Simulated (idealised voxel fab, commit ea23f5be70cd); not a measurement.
Module name: voxel gate over fins (process module)
Cross-section cut: width 170 nm, square cells of 5 nm.
Throughout this document, each cross-section is represented as a grid of square cells and is presented as a sequence of bands enumerated from the top downward, where a band comprises one or more rows of cells.
A band entry consists of two parts. The first gives the height of the band's top and the height of its bottom, in nm. The rest lists the band's materials from left to right, each with its width in nm. A single material labelled with the word "full width" fills the band from edge to edge, and the word "empty" marks empty space.
Measure heights from 0. That's the level where, below it, the as-received wafer is all one material. The lowest band is bottomless and extends downward; write it as in "top 0, no bottom".
Graded width ("30..40"): value in top row of band = first number; value in bottom row = second number; row-to-row change constant.
When a step is marked "nothing got changed", none of the cells in the cross-section changed during that step.
"Enclosed internal cavities" enumerates empty spaces isolated from the top, with no open way to it, that contain at least 8 cells, giving each as width x height at distance from the left edge, all three in nm.
Where a step's line continues beyond its settings, the continuation is a remark by the simulator itself on that step.
The "overlay nm" setting may appear on a step's line; for a step that uses a mask, it gives how far to the right of its planned position the mask lay, and a negative value indicates the left.
### Here's what the planned process steps look like
| 1 | RECEIVE,material Si |
| 2 | CONFORMAL_DEP,material SiN,thk nm 10 |
| 3 | DIRECTIONAL_DEP,material aC,thk nm 15 |
| 4 | PATTERN,tone cover,mask id FINS,material resist,width nm 15,pitch nm 45,thk nm 30,overlay nm 0 |
| 5 | DIRECTIONAL_ETCH,etch materials aC,depth nm 15 |
| 6 | STRIP,etch materials resist |
| 7 | DIRECTIONAL_ETCH,etch materials SiN,depth nm 10 |
| 8 | DIRECTIONAL_ETCH,etch materials Si,depth nm 40 |
| 9 | STRIP,etch materials aC |
| 10 | FILL_DEP,material SiO2,thk nm 10 |
| 11 | CMP,height nm 10 |
| 12 | SELECTIVE_ETCH,etch materials SiO2,depth nm 25 |
| 13 | STRIP,etch materials SiN |
| 14 | CONFORMAL_DEP,material HfO2,thk nm 5 |
| 15 | CONFORMAL_DEP,material TiN,thk nm 5 |
| 16 | CONFORMAL_DEP,material TiAl,thk nm 5 |
| 17 | CONFORMAL_DEP,material TiN,thk nm 5 |
| 18 | FILL_DEP,material W,thk nm 15 |
| 19 | CMP,height nm 30 |
| 20 | CONFORMAL_DEP,material SiCN,thk nm 10 |
### First of two wafers, with the run carried out as planned
### as received, after step 1
	top 0, no bottom  Si full width
	Enclosed internal cavities: none
### Cross-section of the wafer after step 2
	top 10, bottom 0  SiN full width
	Everything below 0 is unchanged.
### Cross-section of the wafer after step 3
	top 25, bottom 10  aC full width
	Everything below 10 is unchanged.
### Cross-section of the wafer after step 4
	top 55, bottom 25  55 of empty | 15 of resist | 30 of empty | 15 of resist | 55 of empty
	Everything below 25 is unchanged.
### Cross-section of the wafer after step 5
	top 40, bottom 25  55 of empty | 15 of resist | 30 of empty | 15 of resist | 55 of empty
	top 25, bottom 10  55 of empty | 15 of aC | 30 of empty | 15 of aC | 55 of empty
	Everything below 10 is unchanged.
### Cross-section of the wafer after step 6
	top 25, bottom 10  55 of empty | 15 of aC | 30 of empty | 15 of aC | 55 of empty
	Everything below 10 is unchanged.
### Cross-section of the wafer after step 7
	top 25, bottom 10  55 of empty | 15 of aC | 30 of empty | 15 of aC | 55 of empty
	top 10, bottom 0  55 of empty | 15 of SiN | 30 of empty | 15 of SiN | 55 of empty
	Everything below 0 is unchanged.
### Cross-section of the wafer after step 8
	top 25, bottom 10  55 of empty | 15 of aC | 30 of empty | 15 of aC | 55 of empty
	top 10, bottom 0  55 of empty | 15 of SiN | 30 of empty | 15 of SiN | 55 of empty
	top 0, bottom -40  55 of empty | 15 of Si | 30 of empty | 15 of Si | 55 of empty
	Everything below -40 is unchanged.
### Cross-section of the wafer after step 9
	top 10, bottom 0  55 of empty | 15 of SiN | 30 of empty | 15 of SiN | 55 of empty
	Everything below 0 is unchanged.
### Cross-section of the wafer after step 10
	top 20, bottom 10  SiO2 full width
	top 10, bottom 0  55 of SiO2 | 15 of SiN | 30 of SiO2 | 15 of SiN | 55 of SiO2
	top 0, bottom -40  55 of SiO2 | 15 of Si | 30 of SiO2 | 15 of Si | 55 of SiO2
	Everything below -40 is unchanged.
### Cross-section of the wafer after step 11
	top 10, bottom 0  55 of SiO2 | 15 of SiN | 30 of SiO2 | 15 of SiN | 55 of SiO2
	Everything below 0 is unchanged.
### Cross-section of the wafer after step 12
	top 10, bottom 0  55 of empty | 15 of SiN | 30 of empty | 15 of SiN | 55 of empty
	top 0, bottom -15  55 of empty | 15 of Si | 30 of empty | 15 of Si | 55 of empty
	Everything below -15 is unchanged.
### Cross-section of the wafer after step 13
	top 0, bottom -15  55 of empty | 15 of Si | 30 of empty | 15 of Si | 55 of empty
	Everything below -15 is unchanged.
### Cross-section of the wafer after step 14
	top 5, bottom 0  50 of empty | 25 of HfO2 | 20 of empty | 25 of HfO2 | 50 of empty
	top 0, bottom -10  50 of empty | 5 of HfO2 | 15 of Si | 5 of HfO2 | 20 of empty | 5 of HfO2 | 15 of Si | 5 of HfO2 | 50 of empty
	top -10, bottom -15  55 of HfO2 | 15 of Si | 30 of HfO2 | 15 of Si | 55 of HfO2
	Everything below -15 is unchanged.
### Cross-section of the wafer after step 15
	top 10, bottom 5  45 of empty | 35 of TiN | 10 of empty | 35 of TiN | 45 of empty
	top 5, bottom 0  45 of empty | 5 of TiN | 25 of HfO2 | 5 of TiN | 10 of empty | 5 of TiN | 25 of HfO2 | 5 of TiN | 45 of empty
	top 0, bottom -5  45 of empty | 5 of TiN | 5 of HfO2 | 15 of Si | 5 of HfO2 | 5 of TiN | 10 of empty | 5 of TiN | 5 of HfO2 | 15 of Si | 5 of HfO2 | 5 of TiN | 45 of empty
	top -5, bottom -10  50 of TiN | 5 of HfO2 | 15 of Si | 5 of HfO2 | 20 of TiN | 5 of HfO2 | 15 of Si | 5 of HfO2 | 50 of TiN
	Everything below -10 is unchanged.
### Cross-section of the wafer after step 16
	top 15, bottom 10  40 of empty | 90 of TiAl | 40 of empty
	top 10, bottom 5  40 of empty | 5 of TiAl | 35 of TiN | 10 of TiAl | 35 of TiN | 5 of TiAl | 40 of empty
	top 5, bottom 0  40 of empty | 5 of TiAl | 5 of TiN | 25 of HfO2 | 5 of TiN | 10 of TiAl | 5 of TiN | 25 of HfO2 | 5 of TiN | 5 of TiAl | 40 of empty
	top 0, bottom -5  45 of TiAl | 5 of TiN | 5 of HfO2 | 15 of Si | 5 of HfO2 | 5 of TiN | 10 of TiAl | 5 of TiN | 5 of HfO2 | 15 of Si | 5 of HfO2 | 5 of TiN | 45 of TiAl
	Everything below -5 is unchanged.
### Cross-section of the wafer after step 17
	top 20, bottom 15  35 of empty | 100 of TiN | 35 of empty
	top 15, bottom 10  35 of empty | 5 of TiN | 90 of TiAl | 5 of TiN | 35 of empty
	top 10, bottom 5  35 of empty | 5 of TiN | 5 of TiAl | 35 of TiN | 10 of TiAl | 35 of TiN | 5 of TiAl | 5 of TiN | 35 of empty
	top 5, bottom 0  40 of TiN | 5 of TiAl | 5 of TiN | 25 of HfO2 | 5 of TiN | 10 of TiAl | 5 of TiN | 25 of HfO2 | 5 of TiN | 5 of TiAl | 40 of TiN
	Everything below 0 is unchanged.
### Cross-section of the wafer after step 18
	top 35, bottom 20  W full width
	top 20, bottom 15  35 of W | 100 of TiN | 35 of W
	top 15, bottom 10  35 of W | 5 of TiN | 90 of TiAl | 5 of TiN | 35 of W
	top 10, bottom 5  35 of W | 5 of TiN | 5 of TiAl | 35 of TiN | 10 of TiAl | 35 of TiN | 5 of TiAl | 5 of TiN | 35 of W
	Everything below 5 is unchanged.
### Cross-section of the wafer after step 19
	top 30, bottom 20  W full width
	Everything below 20 is unchanged.
### Cross-section of the wafer after step 20
	top 40, bottom 30  SiCN full width
	Everything below 30 is unchanged.
### The Second Wafer: Common Origin and Plan, One Mistake in Execution, Identical to the First Through Step 3
### Cross-section of the second wafer at the time step 4 of the plan should have ended
	top 55, bottom 25  50 of empty | 25 of resist | 20 of empty | 25 of resist | 50 of empty
	Everything below 25 is unchanged.
### Cross-section of the second wafer at the time step 5 of the plan should have ended
	top 40, bottom 25  50 of empty | 25 of resist | 20 of empty | 25 of resist | 50 of empty
	top 25, bottom 10  50 of empty | 25 of aC | 20 of empty | 25 of aC | 50 of empty
	Everything below 10 is unchanged.
### Cross-section of the second wafer at the time step 6 of the plan should have ended
	top 25, bottom 10  50 of empty | 25 of aC | 20 of empty | 25 of aC | 50 of empty
	Everything below 10 is unchanged.
### Cross-section of the second wafer at the time step 7 of the plan should have ended
	top 25, bottom 10  50 of empty | 25 of aC | 20 of empty | 25 of aC | 50 of empty
	top 10, bottom 0  50 of empty | 25 of SiN | 20 of empty | 25 of SiN | 50 of empty
	Everything below 0 is unchanged.
### Cross-section of the second wafer at the time step 8 of the plan should have ended
	top 25, bottom 10  50 of empty | 25 of aC | 20 of empty | 25 of aC | 50 of empty
	top 10, bottom 0  50 of empty | 25 of SiN | 20 of empty | 25 of SiN | 50 of empty
	top 0, bottom -40  50 of empty | 25 of Si | 20 of empty | 25 of Si | 50 of empty
	Everything below -40 is unchanged.
### Cross-section of the second wafer at the time step 9 of the plan should have ended
	top 10, bottom 0  50 of empty | 25 of SiN | 20 of empty | 25 of SiN | 50 of empty
	Everything below 0 is unchanged.
### Cross-section of the second wafer at the time step 10 of the plan should have ended
	top 20, bottom 10  SiO2 full width
	top 10, bottom 0  50 of SiO2 | 25 of SiN | 20 of SiO2 | 25 of SiN | 50 of SiO2
	top 0, bottom -40  50 of SiO2 | 25 of Si | 20 of SiO2 | 25 of Si | 50 of SiO2
	Everything below -40 is unchanged.
### Cross-section of the second wafer at the time step 11 of the plan should have ended
	top 10, bottom 0  50 of SiO2 | 25 of SiN | 20 of SiO2 | 25 of SiN | 50 of SiO2
	Everything below 0 is unchanged.
### Cross-section of the second wafer at the time step 12 of the plan should have ended
	top 10, bottom 0  50 of empty | 25 of SiN | 20 of empty | 25 of SiN | 50 of empty
	top 0, bottom -15  50 of empty | 25 of Si | 20 of empty | 25 of Si | 50 of empty
	Everything below -15 is unchanged.
### Cross-section of the second wafer at the time step 13 of the plan should have ended
	top 0, bottom -15  50 of empty | 25 of Si | 20 of empty | 25 of Si | 50 of empty
	Everything below -15 is unchanged.
### Cross-section of the second wafer at the time step 14 of the plan should have ended
	top 5, bottom 0  45 of empty | 35 of HfO2 | 10 of empty | 35 of HfO2 | 45 of empty
	top 0, bottom -10  45 of empty | 5 of HfO2 | 25 of Si | 5 of HfO2 | 10 of empty | 5 of HfO2 | 25 of Si | 5 of HfO2 | 45 of empty
	top -10, bottom -15  50 of HfO2 | 25 of Si | 20 of HfO2 | 25 of Si | 50 of HfO2
	Everything below -15 is unchanged.
### Cross-section of the second wafer at the time step 15 of the plan should have ended
	top 10, bottom 5  40 of empty | 90 of TiN | 40 of empty
	top 5, bottom 0  40 of empty | 5 of TiN | 35 of HfO2 | 10 of TiN | 35 of HfO2 | 5 of TiN | 40 of empty
	top 0, bottom -5  40 of empty | 5 of TiN | 5 of HfO2 | 25 of Si | 5 of HfO2 | 10 of TiN | 5 of HfO2 | 25 of Si | 5 of HfO2 | 5 of TiN | 40 of empty
	top -5, bottom -10  45 of TiN | 5 of HfO2 | 25 of Si | 5 of HfO2 | 10 of TiN | 5 of HfO2 | 25 of Si | 5 of HfO2 | 45 of TiN
	Everything below -10 is unchanged.
### Cross-section of the second wafer at the time step 16 of the plan should have ended
	top 15, bottom 10  35 of empty | 100 of TiAl | 35 of empty
	top 10, bottom 5  35 of empty | 5 of TiAl | 90 of TiN | 5 of TiAl | 35 of empty
	top 5, bottom 0  35 of empty | 5 of TiAl | 5 of TiN | 35 of HfO2 | 10 of TiN | 35 of HfO2 | 5 of TiN | 5 of TiAl | 35 of empty
	top 0, bottom -5  40 of TiAl | 5 of TiN | 5 of HfO2 | 25 of Si | 5 of HfO2 | 10 of TiN | 5 of HfO2 | 25 of Si | 5 of HfO2 | 5 of TiN | 40 of TiAl
	Everything below -5 is unchanged.
### Cross-section of the second wafer at the time step 17 of the plan should have ended
	top 20, bottom 15  30 of empty | 110 of TiN | 30 of empty
	top 15, bottom 10  30 of empty | 5 of TiN | 100 of TiAl | 5 of TiN | 30 of empty
	top 10, bottom 5  30 of empty | 5 of TiN | 5 of TiAl | 90 of TiN | 5 of TiAl | 5 of TiN | 30 of empty
	top 5, bottom 0  35 of TiN | 5 of TiAl | 5 of TiN | 35 of HfO2 | 10 of TiN | 35 of HfO2 | 5 of TiN | 5 of TiAl | 35 of TiN
	Everything below 0 is unchanged.
### Cross-section of the second wafer at the time step 18 of the plan should have ended
	top 35, bottom 20  W full width
	top 20, bottom 15  30 of W | 110 of TiN | 30 of W
	top 15, bottom 10  30 of W | 5 of TiN | 100 of TiAl | 5 of TiN | 30 of W
	top 10, bottom 5  30 of W | 5 of TiN | 5 of TiAl | 90 of TiN | 5 of TiAl | 5 of TiN | 30 of W
	Everything below 5 is unchanged.
### Cross-section of the second wafer at the time step 19 of the plan should have ended
	top 30, bottom 20  W full width
	Everything below 20 is unchanged.
### Cross-section of the second wafer at the time step 20 of the plan should have ended
	top 40, bottom 30  SiCN full width
	Everything below 30 is unchanged.
Against the plan, the run slipped here: step 4 was run on a setting that differed from the plan, and what really ran there is PATTERN,tone cover,mask id FINS,material resist,width nm 25,pitch nm 45,thk nm 30,overlay nm 0
In the final state, the cell counts of the second wafer exceed or fall short of those of the first for the following materials: 32 more of Si, 20 fewer of SiO2, 6 fewer of TiAl, 6 fewer of W
